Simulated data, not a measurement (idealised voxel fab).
You're looking at the process module voxel gate over fins.
Section shown: cut. Width: 210 nm. Cell size: 5 nm, square.
Cross-section format: a grid of square cells, given as bands from top to bottom; each band is one or more rows of cells. Top height, bottom height, nm. Materials left to right, width each, nm. Single material + "throughout" = fills band edge to edge. "air" = empty. Heads up on the height convention: 0 is the point under which the incoming wafer is all one material, and the lowest band has no bottom, it just keeps going down, like "0 nm and below". Read "30..40" as a graded width: first number on top, second number at the bottom, same change between each pair of neighbouring rows. Key: "changes: none" - step with no changed cell in the cross-section. Closed-off voids of 8+ cells (no open route to the top) go in "Voids lacking openings", written width x height at distance from the left edge, in nm. Where a step's line continues beyond its settings, the continuation is a remark by the simulator itself on that step. Steps that use a mask can have "overlay nm" on their line. It says how far the mask sat to the right of where it was meant to be. Negative means to the left.
**Process steps - plan**
step 1: RECEIVE with material Si
step 2: CONFORMAL_DEP with material SiN, thk nm 10
step 3: PATTERN with tone cover, mask id FINS, material resist, width nm 15, pitch nm 45, thk nm 15, overlay nm 0
step 4: DIRECTIONAL_ETCH with etch materials SiN, depth nm 10
step 5: DIRECTIONAL_ETCH with etch materials Si, depth nm 40
step 6: STRIP with etch materials resist
step 7: OXIDIZE with depth nm 5
step 8: FILL_DEP with material SiO2, thk nm 5
step 9: CMP with height nm 10
step 10: SELECTIVE_ETCH with etch materials SiO2, depth nm 20
step 11: STRIP with etch materials SiN
step 12: CONFORMAL_DEP with material HfO2, thk nm 5
step 13: CONFORMAL_DEP with material TiN, thk nm 5
step 14: FILL_DEP with material W, thk nm 10
step 15: CMP with height nm 15
step 16: CONFORMAL_DEP with material SiCN, thk nm 10
**Cross-section, incoming material, after step 1**
	0 nm and below = Si throughout
	Voids lacking openings: none
**Wafer at module end, in section. Began as above, planned as above, run with one mistake**
	25 nm to 15 nm = SiCN throughout
	15 nm to 5 nm = W throughout
	5 nm to 0 nm = W: 50  TiN: 15  W: 30  TiN: 15  W: 30  TiN: 15  W: 55
	0 nm to -5 nm = W: 50  TiN: 5  Si: 5  TiN: 5  W: 30  TiN: 5  Si: 5  TiN: 5  W: 30  TiN: 5  Si: 5  TiN: 5  W: 55
	-5 nm to -10 nm = TiN: 55  Si: 5  TiN: 40  Si: 5  TiN: 40  Si: 5  TiN: 60
	-10 nm to -45 nm = SiO2: 55  Si: 5  SiO2: 40  Si: 5  SiO2: 40  Si: 5  SiO2: 60
	-45 nm and below = Si throughout
	Voids lacking openings: none
So what did we get wrong on this run? plan step 12: skipped, not run
